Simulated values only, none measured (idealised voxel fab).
You're looking at the process module voxel self aligned vias.
Each square cell in cross-section cut measures 5 nm, and the section as a whole is 240 nm wide.
If you're reading a cross-section in this doc, picture square cells in a grid; it comes to you as bands, top ones listed first down to the bottom, and a band can be one or more rows of cells.
Look at the band entry: it leads with the top's height and the bottom's height in nm. Then it lists the materials left to right, with a width in nm for each. The word "edge to edge" on a single material says that material fills the band edge to edge. The word "blank" is empty space.
Heights from 0 (as-received wafer is one material below). Bottom band endless downward, as "0..down".
It should be noted that a width expressed as "30..40" varies in equal increments from row to row of cells within the band, taking the value of the first number at the top row and that of the second number at the bottom row.
Given "all unchanged" for a step, no cell of the cross-section differs between before and after that step.
What "Sealed void listing" gives you is every empty space of 8 cells or more that is cut off from the top. Each appears as width x height at distance, with the distance taken from the left edge and width, height and distance all in nm.
On a step's line, text after the settings is the simulator commenting on that step.
Regarding "overlay nm": on a step with a mask, it is the distance the mask lay to the right of its planned place; a negative value places it to the left.
# Listed below are the process steps as planned
1,RECEIVE, material Si
2,CONFORMAL_DEP, material SiO2, thk nm 15
3,CONFORMAL_DEP, material SiCN, thk nm 5
4,DIRECTIONAL_DEP, material SiO2, thk nm 25
5,MASKED_ETCH, tone open, mask id LINES, width nm 30, pitch nm 55, etch materials SiO2, depth nm 25, overlay nm 0
6,CONFORMAL_DEP, material TiN, thk nm 5
7,FILL_DEP, material W, thk nm 10
8,CMP, height nm 45
9,SELECTIVE_ETCH, etch materials W Ru TiN, depth nm 5
10,FILL_DEP, material SiN, thk nm 10
11,CMP, height nm 45
12,DIRECTIONAL_DEP, material SiO2, thk nm 20
13,MASKED_ETCH, tone open, mask id VIAS, width nm 40, pitch nm 55, etch materials SiO2, depth nm 20, overlay nm 0
14,MASKED_ETCH, tone open, mask id VIAS, width nm 40, pitch nm 55, etch materials SiN, depth nm 5, overlay nm 0
15,CONFORMAL_DEP, material TiN, thk nm 5
16,FILL_DEP, material W, thk nm 10
17,CMP, height nm 65
18,CONFORMAL_DEP, material SiCN, thk nm 5
# Step 1 complete: cross-section of the wafer as received
- 0..down = Si edge to edge
- Sealed void listing: none
# Module complete - cross-section of the first of two wafers, run according to plan
- 70..65 = SiCN edge to edge
- 65..50 = SiO2: 70 / TiN: 5 / W: 30 / TiN: 5 / SiO2: 15 / TiN: 5 / W: 30 / TiN: 5 / SiO2: 75
- 50..45 = SiO2: 70 / TiN: 10 / W: 20 / TiN: 10 / SiO2: 15 / TiN: 10 / W: 20 / TiN: 10 / SiO2: 75
- 45..40 = SiO2: 75 / TiN: 30 / SiO2: 25 / TiN: 30 / SiO2: 80
- 40..25 = SiO2: 75 / TiN: 5 / W: 20 / TiN: 5 / SiO2: 25 / TiN: 5 / W: 20 / TiN: 5 / SiO2: 80
- 25..20 = SiO2: 75 / TiN: 30 / SiO2: 25 / TiN: 30 / SiO2: 80
- 20..15 = SiCN edge to edge
- 15..0 = SiO2 edge to edge
- 0..down = Si edge to edge
- Sealed void listing: none
# Cross-section, second wafer: same start as the first, same plan as the first, one mistake in running it; taken at the end of the module
- 70..65 = SiCN edge to edge
- 65..50 = SiO2: 70 / TiN: 5 / W: 30 / TiN: 5 / SiO2: 15 / TiN: 5 / W: 30 / TiN: 5 / SiO2: 75
- 50..45 = SiO2: 70 / TiN: 10 / W: 20 / TiN: 10 / SiO2: 15 / TiN: 10 / W: 20 / TiN: 10 / SiO2: 75
- 45..35 = SiO2: 75 / TiN: 30 / SiO2: 25 / TiN: 30 / SiO2: 80
- 35..30 = SiCN edge to edge
- 30..0 = SiO2 edge to edge
- 0..down = Si edge to edge
- Sealed void listing: none
The mistake made against the process plan was this: plan step 2 ran twice
Count the cells at the end and the second wafer has more or fewer of some materials than the first: 36 more of SiO2; 12 fewer of TiN; 24 fewer of W
